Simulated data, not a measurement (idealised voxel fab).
process module | voxel released beams
cross-section cut | 300 nm wide | cells 5 nm
A cross-section is a grid of square cells, given in bands from the top down. A band is one or more rows of cells.
Each band's line starts with the height of the band's top and of its bottom, in nm. Then come its materials from left to right, each with its width in nm. One material with "throughout" fills the band from edge to edge. "air" is empty space.
Height 0 is the level under which the wafer as received is all one material. The lowest band goes on downwards, as in "0 down".
A width such as "30 to 40" changes by the same amount from each row of cells to the next, from the band's top row to its bottom row.
"no change" after a step means that no cell of the cross-section changed.
closed voids: empty space of 8 cells or more with no open way to the top, each as width x height at its distance from the left edge, in nm
after a step's settings: what the simulator itself notes on the step
overlay nm, on a step with a mask: how far to the right of its planned place the mask lay; to the left if negative
plan
1 op RECEIVE | material Si
2 op CONFORMAL_DEP | material SiN | thk nm 10
3 op DIRECTIONAL_DEP | material SiO2 | thk nm 20
4 op MASKED_ETCH | tone open | mask id ANCHOR | width nm 40 | etch materials SiO2 | depth nm 20 | overlay nm 0
5 op CONFORMAL_DEP | material W | thk nm 15
6 op DIRECTIONAL_DEP | material aC | thk nm 15
7 op PATTERN | tone cover | mask id BEAM | material resist | width nm 100 | thk nm 30 | overlay nm 0
8 op DIRECTIONAL_ETCH | etch materials aC | depth nm 15
9 op STRIP | etch materials resist
10 op DIRECTIONAL_ETCH | etch materials W | depth nm 15
11 op STRIP | etch materials aC
12 op STRIP | etch materials SiO2
as received, after step 1
  0 down: Si throughout
  closed voids: none
a wafer at the end: this start, this plan, one mistake
  60 to 45: SiN 115 | air 10 | SiN 175
  45 to 40: W 115 | air 10 | W 175
  40 to 30: W 115 | SiN 10 | W 175
  30 to 25: SiO2 100 | W 15 | SiN 10 | W 15 | SiO2 160
  25 to 10: SiO2 100 | W 40 | SiO2 160
  10 to 0: SiN throughout
  0 down: Si throughout
  closed voids: none
what went wrong: step 6 ran as: op DIRECTIONAL_DEP | material SiN | thk nm 15
